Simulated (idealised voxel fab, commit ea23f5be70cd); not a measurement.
Herein follows the process module entitled voxel self aligned contacts.
cross-section cut | 285 nm wide | cells 5 nm
For the purposes of this document, a cross-section shall be understood as a grid of square cells, specified as bands listed in top-to-bottom order, each band consisting of one or more rows of cells. Quick guide to a band line: top height, bottom height (nm) up front; then every material left to right with its width in nm. Only one material and it's marked "throughout"? Then it fills the band edge to edge. And "air" just means empty space. Note: height 0 marks the level under which the wafer is uniformly one material as received. Lowest band unbounded below, written "0 down". A width such as "30..40" changes by the same amount from each row of cells to the next, from the band's top row to its bottom row. "stayed the same", as given for a step, is the statement that not any cell of the cross-section underwent a change during that step. Listed in "Cavities, closed": every empty space of 8 or more cells without an open way to the top. Form: width x height at distance, the distance being from the left edge, all in nm. Step line, after settings: the simulator's comment on this step. When a step includes a mask, the "overlay nm" setting on its line states how far to the right of its planned place that mask lay, and negative values state how far to the left. How should the pairs below be read? Each gives the cross-section before one process step and the cross-section after it, the latter drawn only to the lowest band that changed; the step that lies between them, with its settings, appears under the pair. Does a pair pick up where the pair above left off? Only where its entry headed "State on entry" says so, since pairs can come from different runs of this module on the same starting wafer.
**State on entry**
	45 to 40  SiO2: 120, TiN: 15, W: 10, TiN: 15, SiO2: 125
	40 to 25  SiO2: 90, SiN: 40, TiN: 5, W: 10, TiN: 5, SiN: 40, SiO2: 95
	25 to 20  SiO2: 90, SiN: 40, TiN: 20, SiN: 40, SiO2: 95
	20 to 0  SiO2: 90, SiN: 5, polySi: 40, SiN: 5, TiN: 10, SiN: 5, polySi: 40, SiN: 5, SiO2: 85
	0 to -5  SiO2: 140, TiN: 10, SiO2: 135
	-5 down  Si throughout
	Cavities, closed: none
**after**
	50 to 45  SiN throughout
	Under 45: no change, same as before.
	Cavities, closed: none
Step linking the sections shown: CONFORMAL_DEP,material SiN,thk nm 5
**State on entry**
	45 to 40  SiO2: 120, TiN: 15, W: 10, TiN: 15, SiO2: 125
	40 to 20  SiO2: 90, SiN: 40, TiN: 5, W: 10, TiN: 5, SiN: 40, SiO2: 95
	20 to 0  SiO2: 90, SiN: 5, polySi: 30, SiN: 5, TiN: 5, W: 10, TiN: 5, SiN: 5, polySi: 30, SiN: 5, SiO2: 95
	0 to -5  SiO2: 130, TiN: 20, SiO2: 135
	-5 down  Si throughout
	Cavities, closed: none
**after**
	50 to 45  SiO2 throughout
	Under 45: no change, same as before.
	Cavities, closed: none
Step linking the sections shown: CONFORMAL_DEP,material SiO2,thk nm 5
**State on entry**
	40 to 20  SiN throughout
	20 to 0  polySi throughout
	0 to -5  SiO2 throughout
	-5 down  Si throughout
	Cavities, closed: none
**after**
	40 to 20  SiN: 95, air: 30, SiN: 30, air: 30, SiN: 100
	Under 20: no change, same as before.
	Cavities, closed: none
Step linking the sections shown: MASKED_ETCH,tone open,mask id GATE,width nm 30,pitch nm 60,etch materials SiN,depth nm 20,overlay nm 0
State on entry: taken from the pair above, after panel.
**after**
	45 to 25  SiN: 100, air: 20, SiN: 40, air: 20, SiN: 105
	25 to 20  SiN throughout
	Under 20: no change, same as before.
	Cavities, closed: none
Step linking the sections shown: CONFORMAL_DEP,material SiN,thk nm 5
State on entry: taken from the pair above, after panel.
**after**
	40 to 20  SiN: 100, air: 20, SiN: 40, air: 20, SiN: 105
	Under 20: no change, same as before.
	Cavities, closed: none
Step linking the sections shown: DIRECTIONAL_ETCH,etch materials SiN,depth nm 5
State on entry: taken from the pair above, after panel.
**after**
	55 to 40  SiO2 throughout
	40 to 20  SiN: 100, SiO2: 20, SiN: 40, SiO2: 20, SiN: 105
	Under 20: no change, same as before.
	Cavities, closed: none
Step linking the sections shown: FILL_DEP,material SiO2,thk nm 15
State on entry: taken from the pair above, after panel.
**after**
	45 to 40  SiO2 throughout
	Under 40: no change, same as before.
	Cavities, closed: none
Step linking the sections shown: CMP,height nm 45
State on entry: taken from the pair above, after panel.
**after**
	45 to 40  SiO2: 120, air: 40, SiO2: 125
	Under 40: no change, same as before.
	Cavities, closed: none
Step linking the sections shown: MASKED_ETCH,tone open,mask id CONTACT,width nm 40,etch materials SiO2,depth nm 50,overlay nm 0
State on entry: taken from the pair above, after panel.
**after**
	50 to 45  TiN: 125, air: 30, TiN: 130
	45 to 40  SiO2: 120, TiN: 40, SiO2: 125
	Under 40: no change, same as before.
	Cavities, closed: none
Step linking the sections shown: CONFORMAL_DEP,material TiN,thk nm 5
State on entry: taken from the pair above, after panel.
**after**
	60 to 50  W throughout
	50 to 45  TiN: 125, W: 30, TiN: 130
	Under 45: no change, same as before.
	Cavities, closed: none
Step linking the sections shown: FILL_DEP,material W,thk nm 10
State on entry: taken from the pair above, after panel.
**after**
	45 to 40  SiO2: 120, TiN: 40, SiO2: 125
	Under 40: no change, same as before.
	Cavities, closed: none
Step linking the sections shown: CMP,height nm 45
State on entry: taken from the pair above, after panel.
**after**
	50 to 45  SiN throughout
	Under 45: no change, same as before.
	Cavities, closed: none
Step linking the sections shown: CONFORMAL_DEP,material SiN,thk nm 5
